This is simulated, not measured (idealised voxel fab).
Proc. module: voxel ribs on slabs
Square cells of 5 nm make up the cross-section cut, whose width is 250 nm.
A cross-section in this document is a grid of square cells, and it is written down as bands, the top band listed before the ones below it; a band is made up of one or more rows of cells. Band entry format. Leading values: height of top, height of bottom, nm. Remainder: materials in left-to-right order, each with its width in nm. Special words: "everywhere" on a single material, which then fills the band edge to edge; "air", empty space. Where do heights start? At 0: under that level the wafer as delivered is made of one material only. And the lowest band has no floor; it just carries on downward, as in "top 0, no bottom". Think of "30 to 40" as a width that walks from the first number to the second as you go down the band, top row to bottom row, taking equal-sized steps from row to row. "no alteration" for a step: no cell of the cross-section changed in that step. Each empty space that has no open way to the top and spans at least 8 cells appears under "Listed closed voids" as width x height at distance, the distance counted from the left edge, all in nm. after a step's settings: what the simulator itself notes on the step. You can add "overlay nm" to a step's line. For a step with a mask, it describes how far the mask lay to the right of its planned position, and a negative number describes a lay to the left.

THE PLANNED PROCESS STEPS ARE ENUMERATED HEREUNDER
1 RECEIVE, material Si
2 DIRECTIONAL_DEP, material SiO2, thk nm 20
3 DIRECTIONAL_DEP, material SiN, thk nm 20
4 PATTERN, tone cover, mask id RIB, material resist, width nm 25, thk nm 20, overlay nm 0
5 DIRECTIONAL_ETCH, etch materials SiN, depth nm 10
6 STRIP, etch materials resist
7 PATTERN, tone cover, mask id SLAB, material resist, width nm 55, thk nm 15, overlay nm 0
8 DIRECTIONAL_ETCH, etch materials SiN, depth nm 10
9 STRIP, etch materials resist
10 FILL_DEP, material SiO2, thk nm 15
11 CMP, height nm 50
12 DIRECTIONAL_DEP, material TiN, thk nm 10
13 MASKED_ETCH, tone cover, mask id HEATER, width nm 35, etch materials TiN, depth nm 10, overlay nm 0
14 CONFORMAL_DEP, material SiN, thk nm 10

ACCOUNT OF THE FIRST OF TWO WAFERS, WHICH WAS PROCESSED AS INTENDED

CROSS-SECTION: WAFER ON ARRIVAL = AFTER STEP 1
  top 0, no bottom: Si everywhere
  Listed closed voids: none

THE FOLLOWING CROSS-SECTION DEPICTS THE WAFER UPON COMPLETION OF STEP 2
  top 20, bottom 0: SiO2 everywhere
  No changes below 0.

THE FOLLOWING CROSS-SECTION DEPICTS THE WAFER UPON COMPLETION OF STEP 3
  top 40, bottom 20: SiN everywhere
  No changes below 20.

THE FOLLOWING CROSS-SECTION DEPICTS THE WAFER UPON COMPLETION OF STEP 4
  top 60, bottom 40: air (110) | resist (25) | air (115)
  No changes below 40.

THE FOLLOWING CROSS-SECTION DEPICTS THE WAFER UPON COMPLETION OF STEP 5
  top 60, bottom 40: air (110) | resist (25) | air (115)
  top 40, bottom 30: air (110) | SiN (25) | air (115)
  No changes below 30.

THE FOLLOWING CROSS-SECTION DEPICTS THE WAFER UPON COMPLETION OF STEP 6
  top 40, bottom 30: air (110) | SiN (25) | air (115)
  No changes below 30.

THE FOLLOWING CROSS-SECTION DEPICTS THE WAFER UPON COMPLETION OF STEP 7
  top 55, bottom 40: air (95) | resist (55) | air (100)
  top 40, bottom 30: air (95) | resist (15) | SiN (25) | resist (15) | air (100)
  No changes below 30.

THE FOLLOWING CROSS-SECTION DEPICTS THE WAFER UPON COMPLETION OF STEP 8
  top 55, bottom 40: air (95) | resist (55) | air (100)
  top 40, bottom 30: air (95) | resist (15) | SiN (25) | resist (15) | air (100)
  top 30, bottom 20: air (95) | SiN (55) | air (100)
  No changes below 20.

THE FOLLOWING CROSS-SECTION DEPICTS THE WAFER UPON COMPLETION OF STEP 9
  top 40, bottom 30: air (110) | SiN (25) | air (115)
  No changes below 30.

THE FOLLOWING CROSS-SECTION DEPICTS THE WAFER UPON COMPLETION OF STEP 10
  top 55, bottom 40: SiO2 everywhere
  top 40, bottom 30: SiO2 (110) | SiN (25) | SiO2 (115)
  top 30, bottom 20: SiO2 (95) | SiN (55) | SiO2 (100)
  No changes below 20.

THE FOLLOWING CROSS-SECTION DEPICTS THE WAFER UPON COMPLETION OF STEP 11
  top 50, bottom 40: SiO2 everywhere
  No changes below 40.

THE FOLLOWING CROSS-SECTION DEPICTS THE WAFER UPON COMPLETION OF STEP 12
  top 60, bottom 50: TiN everywhere
  No changes below 50.

THE FOLLOWING CROSS-SECTION DEPICTS THE WAFER UPON COMPLETION OF STEP 13
  top 60, bottom 50: air (105) | TiN (35) | air (110)
  No changes below 50.

THE FOLLOWING CROSS-SECTION DEPICTS THE WAFER UPON COMPLETION OF STEP 14
  top 70, bottom 60: air (95) | SiN (55) | air (100)
  top 60, bottom 50: SiN (105) | TiN (35) | SiN (110)
  No changes below 50.

FOR THE SECOND WAFER, TAKE THE FIRST WAFER'S START AND PLAN, THEN ADD ONE MISTAKE MADE IN RUNNING IT; EVERYTHING THROUGH STEP 12, THAT STEP INCLUDED, IS SHARED WITH THE FIRST

WHEN STEP 13 SHOULD HAVE ENDED
  top 60, bottom 50: air (110) | TiN (25) | air (115)
  No changes below 50.

WHEN STEP 14 SHOULD HAVE ENDED
  top 70, bottom 60: air (100) | SiN (45) | air (105)
  top 60, bottom 50: SiN (110) | TiN (25) | SiN (115)
  No changes below 50.
Finding, execution versus plan: step 13: run off-plan, actual operation and settings MASKED_ETCH, tone cover, mask id HEATER, width nm 25, etch materials TiN, depth nm 10, overlay nm 0
Final difference in cells, second wafer against first, listed per material as more or fewer: TiN: 4 fewer
